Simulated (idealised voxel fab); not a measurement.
process module | voxel spacer lines
Shown is cross-section cut, with a width of 165 nm and square cells of size 5 nm.
When this document writes out a cross-section, it uses a grid of square cells and lists it as bands, beginning at the top and moving down, with a band standing for one or more rows of cells.
Quick guide to a band line: top height, bottom height (nm) up front; then every material left to right with its width in nm. Only one material and it's marked "full width"? Then it fills the band edge to edge. And "air" just means empty space.
Height reference: 0 = level under which incoming wafer is all one material. Lowest band: no bottom, runs on downward, e.g. "0 down".
It should be noted that a width expressed as "30->40" varies in equal increments from row to row of cells within the band, taking the value of the first number at the top row and that of the second number at the bottom row.
When a step is marked "nothing changed", none of the cells in the cross-section changed during that step.
In the "Closed void catalog" entry, you get each enclosed empty space of 8 cells or more, one with no open way to the top, written width x height at distance, distance from the left edge, in nm.
Whatever follows a step's settings on its line is a remark the simulator itself makes about that step.
The setting "overlay nm" may be written on the line of a step. When the step uses a mask, the value reports how far to the right of the planned place the mask lay, and a negative value reports that it lay to the left.
The process steps that were planned are listed below:
1,op RECEIVE | material Si
2,op CONFORMAL_DEP | material Al2O3 | thk nm 5
3,op DIRECTIONAL_DEP | material polySi | thk nm 20
4,op DIRECTIONAL_DEP | material aC | thk nm 30
5,op PATTERN | tone cover | mask id MANDREL | material resist | width nm 20 | pitch nm 70 | thk nm 35 | overlay nm 0
6,op DIRECTIONAL_ETCH | etch materials aC | depth nm 30
7,op STRIP | etch materials resist
8,op CONFORMAL_DEP | material SiO2 | thk nm 15
9,op DIRECTIONAL_ETCH | etch materials SiO2 | depth nm 15
10,op STRIP | etch materials aC
11,op DIRECTIONAL_ETCH | etch materials polySi | depth nm 20
12,op STRIP | etch materials SiO2
Step 1 complete: cross-section of the wafer as received:
    0 down | Si full width
    Closed void catalog: none
Wafer cross-section at module end: first of two, run to plan:
    25 to 5 | 20 air; 15 polySi; 20 air; 15 polySi; 20 air; 15 polySi; 20 air; 15 polySi; 25 air
    5 to 0 | Al2O3 full width
    0 down | Si full width
    Closed void catalog: none
Cross-sectional view: second of two wafers, end of module; start and plan identical to the first, one mistake in running:
    20 to 0 | 20 air; 15 polySi; 20 air; 15 polySi; 20 air; 15 polySi; 20 air; 15 polySi; 25 air
    0 down | Si full width
    Closed void catalog: none
Plan not followed: the plan's step 2 went unexecuted, having been skipped
Count the cells at the end and the second wafer has more or fewer of some materials than the first: 33 fewer of Al2O3
